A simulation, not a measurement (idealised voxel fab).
process module | voxel local oxidation
cross-section cut | 210 nm wide | cells 5 nm
A cross-section is a grid of square cells, given in bands from the top down. A band is one or more rows of cells.
Each band's line starts with the height of the band's top and of its bottom, in nm. Then come its materials from left to right, each with its width in nm. One material with "throughout" fills the band from edge to edge. "air" is empty space.
Height 0 is the level under which the wafer as received is all one material. The lowest band goes on downwards, as in "0 down".
A width such as "30 to 40" changes by the same amount from each row of cells to the next, from the band's top row to its bottom row.
"no change" after a step means that no cell of the cross-section changed.
closed voids: empty space of 8 cells or more with no open way to the top, each as width x height at its distance from the left edge, in nm
after a step's settings: what the simulator itself notes on the step
overlay nm, on a step with a mask: how far to the right of its planned place the mask lay; to the left if negative
plan
1 op RECEIVE | material Si
2 op OXIDIZE | depth nm 5
3 op CONFORMAL_DEP | material SiN | thk nm 15
4 op MASKED_ETCH | tone cover | mask id ACTIVE | width nm 110 | etch materials SiN | depth nm 15 | overlay nm 0
5 op SELECTIVE_ETCH | etch materials SiO2 | depth nm 5
6 op OXIDIZE | depth nm 15
7 op STRIP | etch materials SiN
as received, after step 1
  0 down: Si throughout
  closed voids: none
a wafer at the end: this start, this plan, one mistake
  0 to -5: air 50 | SiO2 110 | air 50
  -5 to -20: SiO2 65 | Si 80 | SiO2 65
  -20 down: Si throughout
  closed voids: none
what went wrong: step 4 ran as: op MASKED_ETCH | tone cover | mask id ACTIVE | width nm 120 | etch materials SiN | depth nm 15 | overlay nm 0
